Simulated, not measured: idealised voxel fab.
process module | voxel wiring stack
cross-section cut | 260 nm wide | cells 5 nm
A cross-section is a grid of square cells, given in bands from the top down. A band is one or more rows of cells.
Each band's line starts with the height of the band's top and of its bottom, in nm. Then come its materials from left to right, each with its width in nm. One material with "throughout" fills the band from edge to edge. "air" is empty space.
Height 0 is the level under which the wafer as received is all one material. The lowest band goes on downwards, as in "0 down".
A width such as "30 to 40" changes by the same amount from each row of cells to the next, from the band's top row to its bottom row.
"no change" after a step means that no cell of the cross-section changed.
closed voids: empty space of 8 cells or more with no open way to the top, each as width x height at its distance from the left edge, in nm
after a step's settings: what the simulator itself notes on the step
overlay nm, on a step with a mask: how far to the right of its planned place the mask lay; to the left if negative
plan
1 op RECEIVE | material Si
2 op CONFORMAL_DEP | material SiO2 | thk nm 15
3 op CONFORMAL_DEP | material SiCN | thk nm 5
4 op DIRECTIONAL_DEP | material lowk | thk nm 15
5 op DIRECTIONAL_DEP | material aC | thk nm 10
6 op PATTERN | tone open | mask id METAL_1 | material resist | width nm 30 | pitch nm 45 | thk nm 30 | overlay nm 0
7 op DIRECTIONAL_ETCH | etch materials aC | depth nm 10
8 op STRIP | etch materials resist
9 op DIRECTIONAL_ETCH | etch materials lowk | depth nm 15
10 op DIRECTIONAL_ETCH | etch materials SiCN | depth nm 5
11 op STRIP | etch materials aC
12 op CONFORMAL_DEP | material TiN | thk nm 5
13 op FILL_DEP | material Ru | thk nm 10
14 op CMP | height nm 35
15 op CONFORMAL_DEP | material SiCN | thk nm 5
16 op DIRECTIONAL_DEP | material SiO2 | thk nm 30
17 op PATTERN | tone open | mask id METAL_2 | material resist | width nm 30 | pitch nm 45 | thk nm 20 | overlay nm 0
18 op DIRECTIONAL_ETCH | etch materials SiO2 | depth nm 20
19 op STRIP | etch materials resist
20 op PATTERN | tone open | mask id METAL_2_HOLES | material resist | width nm 15 | pitch nm 45 | thk nm 20 | overlay nm 0
21 op DIRECTIONAL_ETCH | etch materials SiO2 | depth nm 10
22 op DIRECTIONAL_ETCH | etch materials SiCN | depth nm 5
23 op STRIP | etch materials resist
24 op CONFORMAL_DEP | material TiN | thk nm 5
25 op FILL_DEP | material Cu | thk nm 5
26 op CMP | height nm 70
27 op CONFORMAL_DEP | material SiCN | thk nm 5
28 op DIRECTIONAL_DEP | material lowk | thk nm 30
29 op DIRECTIONAL_DEP | material aC | thk nm 15
30 op PATTERN | tone open | mask id METAL_3_HOLES | material resist | width nm 15 | pitch nm 45 | thk nm 35 | overlay nm 0
31 op DIRECTIONAL_ETCH | etch materials aC | depth nm 15
32 op STRIP | etch materials resist
33 op DIRECTIONAL_ETCH | etch materials lowk | depth nm 30
34 op STRIP | etch materials aC
35 op MASKED_ETCH | tone open | mask id METAL_3 | width nm 30 | pitch nm 45 | etch materials lowk | depth nm 15 | overlay nm 0
36 op MASKED_ETCH | tone open | mask id METAL_3 | width nm 30 | pitch nm 45 | etch materials SiCN | depth nm 5 | overlay nm 0
37 op CONFORMAL_DEP | material TiN | thk nm 5
38 op FILL_DEP | material Cu | thk nm 5
39 op CMP | height nm 105
40 op CONFORMAL_DEP | material SiCN | thk nm 5
first wafer, as planned
as received, after step 1
  0 down: Si throughout
  closed voids: none
after step 2
  15 to 0: SiO2 throughout
  below 0: unchanged
after step 3
  20 to 15: SiCN throughout
  below 15: unchanged
after step 4
  35 to 20: lowk throughout
  below 20: unchanged
after step 5
  45 to 35: aC throughout
  below 35: unchanged
after step 6
  75 to 45: resist 45 | air 30 | resist 15 | air 30 | resist 15 | air 30 | resist 15 | air 30 | resist 50
  below 45: unchanged
after step 7
  65 to 45: resist 45 | air 30 | resist 15 | air 30 | resist 15 | air 30 | resist 15 | air 30 | resist 50
  45 to 35: aC 45 | air 30 | aC 15 | air 30 | aC 15 | air 30 | aC 15 | air 30 | aC 50
  below 35: unchanged
after step 8
  45 to 35: aC 45 | air 30 | aC 15 | air 30 | aC 15 | air 30 | aC 15 | air 30 | aC 50
  below 35: unchanged
after step 9
  45 to 35: aC 45 | air 30 | aC 15 | air 30 | aC 15 | air 30 | aC 15 | air 30 | aC 50
  35 to 20: lowk 45 | air 30 | lowk 15 | air 30 | lowk 15 | air 30 | lowk 15 | air 30 | lowk 50
  below 20: unchanged
after step 10
  45 to 35: aC 45 | air 30 | aC 15 | air 30 | aC 15 | air 30 | aC 15 | air 30 | aC 50
  35 to 20: lowk 45 | air 30 | lowk 15 | air 30 | lowk 15 | air 30 | lowk 15 | air 30 | lowk 50
  20 to 15: SiCN 45 | air 30 | SiCN 15 | air 30 | SiCN 15 | air 30 | SiCN 15 | air 30 | SiCN 50
  below 15: unchanged
after step 11
  35 to 20: lowk 45 | air 30 | lowk 15 | air 30 | lowk 15 | air 30 | lowk 15 | air 30 | lowk 50
  below 20: unchanged
after step 12
  40 to 35: TiN 50 | air 20 | TiN 25 | air 20 | TiN 25 | air 20 | TiN 25 | air 20 | TiN 55
  35 to 20: lowk 45 | TiN 5 | air 20 | TiN 5 | lowk 15 | TiN 5 | air 20 | TiN 5 | lowk 15 | TiN 5 | air 20 | TiN 5 | lowk 15 | TiN 5 | air 20 | TiN 5 | lowk 50
  20 to 15: SiCN 45 | TiN 30 | SiCN 15 | TiN 30 | SiCN 15 | TiN 30 | SiCN 15 | TiN 30 | SiCN 50
  below 15: unchanged
after step 13
  50 to 40: Ru throughout
  40 to 35: TiN 50 | Ru 20 | TiN 25 | Ru 20 | TiN 25 | Ru 20 | TiN 25 | Ru 20 | TiN 55
  35 to 20: lowk 45 | TiN 5 | Ru 20 | TiN 5 | lowk 15 | TiN 5 | Ru 20 | TiN 5 | lowk 15 | TiN 5 | Ru 20 | TiN 5 | lowk 15 | TiN 5 | Ru 20 | TiN 5 | lowk 50
  below 20: unchanged
after step 14
  35 to 20: lowk 45 | TiN 5 | Ru 20 | TiN 5 | lowk 15 | TiN 5 | Ru 20 | TiN 5 | lowk 15 | TiN 5 | Ru 20 | TiN 5 | lowk 15 | TiN 5 | Ru 20 | TiN 5 | lowk 50
  below 20: unchanged
after step 15
  40 to 35: SiCN throughout
  below 35: unchanged
after step 16
  70 to 40: SiO2 throughout
  below 40: unchanged
after step 17
  90 to 70: resist 45 | air 30 | resist 15 | air 30 | resist 15 | air 30 | resist 15 | air 30 | resist 50
  below 70: unchanged
after step 18
  90 to 70: resist 45 | air 30 | resist 15 | air 30 | resist 15 | air 30 | resist 15 | air 30 | resist 50
  70 to 50: SiO2 45 | air 30 | SiO2 15 | air 30 | SiO2 15 | air 30 | SiO2 15 | air 30 | SiO2 50
  below 50: unchanged
after step 19
  70 to 50: SiO2 45 | air 30 | SiO2 15 | air 30 | SiO2 15 | air 30 | SiO2 15 | air 30 | SiO2 50
  below 50: unchanged
after step 20
  90 to 70: resist 45 | air 15 | resist 30 | air 15 | resist 30 | air 15 | resist 30 | air 15 | resist 65
  70 to 50: SiO2 45 | air 15 | resist 15 | SiO2 15 | air 15 | resist 15 | SiO2 15 | air 15 | resist 15 | SiO2 15 | air 15 | resist 15 | SiO2 50
  below 50: unchanged
after step 21
  90 to 70: resist 45 | air 15 | resist 30 | air 15 | resist 30 | air 15 | resist 30 | air 15 | resist 65
  70 to 50: SiO2 45 | air 15 | resist 15 | SiO2 15 | air 15 | resist 15 | SiO2 15 | air 15 | resist 15 | SiO2 15 | air 15 | resist 15 | SiO2 50
  50 to 40: SiO2 45 | air 15 | SiO2 30 | air 15 | SiO2 30 | air 15 | SiO2 30 | air 15 | SiO2 65
  below 40: unchanged
after step 22
  90 to 70: resist 45 | air 15 | resist 30 | air 15 | resist 30 | air 15 | resist 30 | air 15 | resist 65
  70 to 50: SiO2 45 | air 15 | resist 15 | SiO2 15 | air 15 | resist 15 | SiO2 15 | air 15 | resist 15 | SiO2 15 | air 15 | resist 15 | SiO2 50
  50 to 40: SiO2 45 | air 15 | SiO2 30 | air 15 | SiO2 30 | air 15 | SiO2 30 | air 15 | SiO2 65
  40 to 35: SiCN 45 | air 15 | SiCN 30 | air 15 | SiCN 30 | air 15 | SiCN 30 | air 15 | SiCN 65
  below 35: unchanged
after step 23
  70 to 50: SiO2 45 | air 30 | SiO2 15 | air 30 | SiO2 15 | air 30 | SiO2 15 | air 30 | SiO2 50
  below 50: unchanged
after step 24
  75 to 70: TiN 50 | air 20 | TiN 25 | air 20 | TiN 25 | air 20 | TiN 25 | air 20 | TiN 55
  70 to 55: SiO2 45 | TiN 5 | air 20 | TiN 5 | SiO2 15 | TiN 5 | air 20 | TiN 5 | SiO2 15 | TiN 5 | air 20 | TiN 5 | SiO2 15 | TiN 5 | air 20 | TiN 5 | SiO2 50
  55 to 50: SiO2 45 | TiN 5 | air 5 | TiN 20 | SiO2 15 | TiN 5 | air 5 | TiN 20 | SiO2 15 | TiN 5 | air 5 | TiN 20 | SiO2 15 | TiN 5 | air 5 | TiN 20 | SiO2 50
  50 to 40: SiO2 45 | TiN 5 | air 5 | TiN 5 | SiO2 30 | TiN 5 | air 5 | TiN 5 | SiO2 30 | TiN 5 | air 5 | TiN 5 | SiO2 30 | TiN 5 | air 5 | TiN 5 | SiO2 65
  40 to 35: SiCN 45 | TiN 15 | SiCN 30 | TiN 15 | SiCN 30 | TiN 15 | SiCN 30 | TiN 15 | SiCN 65
  below 35: unchanged
after step 25
  80 to 75: Cu throughout
  75 to 70: TiN 50 | Cu 20 | TiN 25 | Cu 20 | TiN 25 | Cu 20 | TiN 25 | Cu 20 | TiN 55
  70 to 55: SiO2 45 | TiN 5 | Cu 20 | TiN 5 | SiO2 15 | TiN 5 | Cu 20 | TiN 5 | SiO2 15 | TiN 5 | Cu 20 | TiN 5 | SiO2 15 | TiN 5 | Cu 20 | TiN 5 | SiO2 50
  55 to 50: SiO2 45 | TiN 5 | Cu 5 | TiN 20 | SiO2 15 | TiN 5 | Cu 5 | TiN 20 | SiO2 15 | TiN 5 | Cu 5 | TiN 20 | SiO2 15 | TiN 5 | Cu 5 | TiN 20 | SiO2 50
  50 to 40: SiO2 45 | TiN 5 | Cu 5 | TiN 5 | SiO2 30 | TiN 5 | Cu 5 | TiN 5 | SiO2 30 | TiN 5 | Cu 5 | TiN 5 | SiO2 30 | TiN 5 | Cu 5 | TiN 5 | SiO2 65
  below 40: unchanged
after step 26
  70 to 55: SiO2 45 | TiN 5 | Cu 20 | TiN 5 | SiO2 15 | TiN 5 | Cu 20 | TiN 5 | SiO2 15 | TiN 5 | Cu 20 | TiN 5 | SiO2 15 | TiN 5 | Cu 20 | TiN 5 | SiO2 50
  below 55: unchanged
after step 27
  75 to 70: SiCN throughout
  below 70: unchanged
after step 28
  105 to 75: lowk throughout
  below 75: unchanged
after step 29
  120 to 105: aC throughout
  below 105: unchanged
after step 30
  155 to 120: resist 45 | air 15 | resist 30 | air 15 | resist 30 | air 15 | resist 30 | air 15 | resist 65
  below 120: unchanged
after step 31
  140 to 120: resist 45 | air 15 | resist 30 | air 15 | resist 30 | air 15 | resist 30 | air 15 | resist 65
  120 to 105: aC 45 | air 15 | aC 30 | air 15 | aC 30 | air 15 | aC 30 | air 15 | aC 65
  below 105: unchanged
after step 32
  120 to 105: aC 45 | air 15 | aC 30 | air 15 | aC 30 | air 15 | aC 30 | air 15 | aC 65
  below 105: unchanged
after step 33
  120 to 105: aC 45 | air 15 | aC 30 | air 15 | aC 30 | air 15 | aC 30 | air 15 | aC 65
  105 to 75: lowk 45 | air 15 | lowk 30 | air 15 | lowk 30 | air 15 | lowk 30 | air 15 | lowk 65
  below 75: unchanged
after step 34
  105 to 75: lowk 45 | air 15 | lowk 30 | air 15 | lowk 30 | air 15 | lowk 30 | air 15 | lowk 65
  below 75: unchanged
after step 35
  105 to 90: lowk 45 | air 30 | lowk 15 | air 30 | lowk 15 | air 30 | lowk 15 | air 30 | lowk 50
  below 90: unchanged
after step 36
  105 to 90: lowk 45 | air 30 | lowk 15 | air 30 | lowk 15 | air 30 | lowk 15 | air 30 | lowk 50
  90 to 75: lowk 45 | air 15 | lowk 30 | air 15 | lowk 30 | air 15 | lowk 30 | air 15 | lowk 65
  75 to 70: SiCN 45 | air 15 | SiCN 30 | air 15 | SiCN 30 | air 15 | SiCN 30 | air 15 | SiCN 65
  below 70: unchanged
after step 37
  110 to 105: TiN 50 | air 20 | TiN 25 | air 20 | TiN 25 | air 20 | TiN 25 | air 20 | TiN 55
  105 to 95: lowk 45 | TiN 5 | air 20 | TiN 5 | lowk 15 | TiN 5 | air 20 | TiN 5 | lowk 15 | TiN 5 | air 20 | TiN 5 | lowk 15 | TiN 5 | air 20 | TiN 5 | lowk 50
  95 to 90: lowk 45 | TiN 5 | air 5 | TiN 20 | lowk 15 | TiN 5 | air 5 | TiN 20 | lowk 15 | TiN 5 | air 5 | TiN 20 | lowk 15 | TiN 5 | air 5 | TiN 20 | lowk 50
  90 to 75: lowk 45 | TiN 5 | air 5 | TiN 5 | lowk 30 | TiN 5 | air 5 | TiN 5 | lowk 30 | TiN 5 | air 5 | TiN 5 | lowk 30 | TiN 5 | air 5 | TiN 5 | lowk 65
  75 to 70: SiCN 45 | TiN 15 | SiCN 30 | TiN 15 | SiCN 30 | TiN 15 | SiCN 30 | TiN 15 | SiCN 65
  below 70: unchanged
after step 38
  115 to 110: Cu throughout
  110 to 105: TiN 50 | Cu 20 | TiN 25 | Cu 20 | TiN 25 | Cu 20 | TiN 25 | Cu 20 | TiN 55
  105 to 95: lowk 45 | TiN 5 | Cu 20 | TiN 5 | lowk 15 | TiN 5 | Cu 20 | TiN 5 | lowk 15 | TiN 5 | Cu 20 | TiN 5 | lowk 15 | TiN 5 | Cu 20 | TiN 5 | lowk 50
  95 to 90: lowk 45 | TiN 5 | Cu 5 | TiN 20 | lowk 15 | TiN 5 | Cu 5 | TiN 20 | lowk 15 | TiN 5 | Cu 5 | TiN 20 | lowk 15 | TiN 5 | Cu 5 | TiN 20 | lowk 50
  90 to 75: lowk 45 | TiN 5 | Cu 5 | TiN 5 | lowk 30 | TiN 5 | Cu 5 | TiN 5 | lowk 30 | TiN 5 | Cu 5 | TiN 5 | lowk 30 | TiN 5 | Cu 5 | TiN 5 | lowk 65
  below 75: unchanged
after step 39
  105 to 95: lowk 45 | TiN 5 | Cu 20 | TiN 5 | lowk 15 | TiN 5 | Cu 20 | TiN 5 | lowk 15 | TiN 5 | Cu 20 | TiN 5 | lowk 15 | TiN 5 | Cu 20 | TiN 5 | lowk 50
  below 95: unchanged
after step 40
  110 to 105: SiCN throughout
  below 105: unchanged
second wafer: like start, like plan, one mistake. Through step 19 it matches the first wafer
when step 20 should have ended: no change
when step 21 should have ended
  60 to 40: SiO2 45 | air 30 | SiO2 15 | air 30 | SiO2 15 | air 30 | SiO2 15 | air 30 | SiO2 50
  below 40: unchanged
when step 22 should have ended
  60 to 40: SiO2 45 | air 30 | SiO2 15 | air 30 | SiO2 15 | air 30 | SiO2 15 | air 30 | SiO2 50
  40 to 35: SiCN 45 | air 30 | SiCN 15 | air 30 | SiCN 15 | air 30 | SiCN 15 | air 30 | SiCN 50
  below 35: unchanged
when step 23 should have ended: no change
when step 24 should have ended
  65 to 60: TiN 50 | air 20 | TiN 25 | air 20 | TiN 25 | air 20 | TiN 25 | air 20 | TiN 55
  60 to 40: SiO2 45 | TiN 5 | air 20 | TiN 5 | SiO2 15 | TiN 5 | air 20 | TiN 5 | SiO2 15 | TiN 5 | air 20 | TiN 5 | SiO2 15 | TiN 5 | air 20 | TiN 5 | SiO2 50
  40 to 35: SiCN 45 | TiN 30 | SiCN 15 | TiN 30 | SiCN 15 | TiN 30 | SiCN 15 | TiN 30 | SiCN 50
  below 35: unchanged
when step 25 should have ended
  70 to 65: Cu throughout
  65 to 60: TiN 50 | Cu 20 | TiN 25 | Cu 20 | TiN 25 | Cu 20 | TiN 25 | Cu 20 | TiN 55
  60 to 40: SiO2 45 | TiN 5 | Cu 20 | TiN 5 | SiO2 15 | TiN 5 | Cu 20 | TiN 5 | SiO2 15 | TiN 5 | Cu 20 | TiN 5 | SiO2 15 | TiN 5 | Cu 20 | TiN 5 | SiO2 50
  below 40: unchanged
when step 26 should have ended: no change
when step 27 should have ended
  75 to 70: SiCN throughout
  below 70: unchanged
when step 28 should have ended
  105 to 75: lowk throughout
  below 75: unchanged
when step 29 should have ended
  120 to 105: aC throughout
  below 105: unchanged
when step 30 should have ended
  155 to 120: resist 45 | air 15 | resist 30 | air 15 | resist 30 | air 15 | resist 30 | air 15 | resist 65
  below 120: unchanged
when step 31 should have ended
  140 to 120: resist 45 | air 15 | resist 30 | air 15 | resist 30 | air 15 | resist 30 | air 15 | resist 65
  120 to 105: aC 45 | air 15 | aC 30 | air 15 | aC 30 | air 15 | aC 30 | air 15 | aC 65
  below 105: unchanged
when step 32 should have ended
  120 to 105: aC 45 | air 15 | aC 30 | air 15 | aC 30 | air 15 | aC 30 | air 15 | aC 65
  below 105: unchanged
when step 33 should have ended
  120 to 105: aC 45 | air 15 | aC 30 | air 15 | aC 30 | air 15 | aC 30 | air 15 | aC 65
  105 to 75: lowk 45 | air 15 | lowk 30 | air 15 | lowk 30 | air 15 | lowk 30 | air 15 | lowk 65
  below 75: unchanged
when step 34 should have ended
  105 to 75: lowk 45 | air 15 | lowk 30 | air 15 | lowk 30 | air 15 | lowk 30 | air 15 | lowk 65
  below 75: unchanged
when step 35 should have ended
  105 to 90: lowk 45 | air 30 | lowk 15 | air 30 | lowk 15 | air 30 | lowk 15 | air 30 | lowk 50
  below 90: unchanged
when step 36 should have ended
  105 to 90: lowk 45 | air 30 | lowk 15 | air 30 | lowk 15 | air 30 | lowk 15 | air 30 | lowk 50
  90 to 75: lowk 45 | air 15 | lowk 30 | air 15 | lowk 30 | air 15 | lowk 30 | air 15 | lowk 65
  75 to 70: SiCN 45 | air 15 | SiCN 30 | air 15 | SiCN 30 | air 15 | SiCN 30 | air 15 | SiCN 65
  below 70: unchanged
when step 37 should have ended
  110 to 105: TiN 50 | air 20 | TiN 25 | air 20 | TiN 25 | air 20 | TiN 25 | air 20 | TiN 55
  105 to 95: lowk 45 | TiN 5 | air 20 | TiN 5 | lowk 15 | TiN 5 | air 20 | TiN 5 | lowk 15 | TiN 5 | air 20 | TiN 5 | lowk 15 | TiN 5 | air 20 | TiN 5 | lowk 50
  95 to 90: lowk 45 | TiN 5 | air 5 | TiN 20 | lowk 15 | TiN 5 | air 5 | TiN 20 | lowk 15 | TiN 5 | air 5 | TiN 20 | lowk 15 | TiN 5 | air 5 | TiN 20 | lowk 50
  90 to 75: lowk 45 | TiN 5 | air 5 | TiN 5 | lowk 30 | TiN 5 | air 5 | TiN 5 | lowk 30 | TiN 5 | air 5 | TiN 5 | lowk 30 | TiN 5 | air 5 | TiN 5 | lowk 65
  75 to 70: SiCN 45 | TiN 15 | SiCN 30 | TiN 15 | SiCN 30 | TiN 15 | SiCN 30 | TiN 15 | SiCN 65
  below 70: unchanged
when step 38 should have ended
  115 to 110: Cu throughout
  110 to 105: TiN 50 | Cu 20 | TiN 25 | Cu 20 | TiN 25 | Cu 20 | TiN 25 | Cu 20 | TiN 55
  105 to 95: lowk 45 | TiN 5 | Cu 20 | TiN 5 | lowk 15 | TiN 5 | Cu 20 | TiN 5 | lowk 15 | TiN 5 | Cu 20 | TiN 5 | lowk 15 | TiN 5 | Cu 20 | TiN 5 | lowk 50
  95 to 90: lowk 45 | TiN 5 | Cu 5 | TiN 20 | lowk 15 | TiN 5 | Cu 5 | TiN 20 | lowk 15 | TiN 5 | Cu 5 | TiN 20 | lowk 15 | TiN 5 | Cu 5 | TiN 20 | lowk 50
  90 to 75: lowk 45 | TiN 5 | Cu 5 | TiN 5 | lowk 30 | TiN 5 | Cu 5 | TiN 5 | lowk 30 | TiN 5 | Cu 5 | TiN 5 | lowk 30 | TiN 5 | Cu 5 | TiN 5 | lowk 65
  below 75: unchanged
when step 39 should have ended
  105 to 95: lowk 45 | TiN 5 | Cu 20 | TiN 5 | lowk 15 | TiN 5 | Cu 20 | TiN 5 | lowk 15 | TiN 5 | Cu 20 | TiN 5 | lowk 15 | TiN 5 | Cu 20 | TiN 5 | lowk 50
  below 95: unchanged
when step 40 should have ended
  110 to 105: SiCN throughout
  below 105: unchanged
what went wrong: step 20 was left out
at the end the second wafer has, in cells: 72 more of Cu | 12 fewer of SiCN | 80 fewer of SiO2 | 20 more of TiN
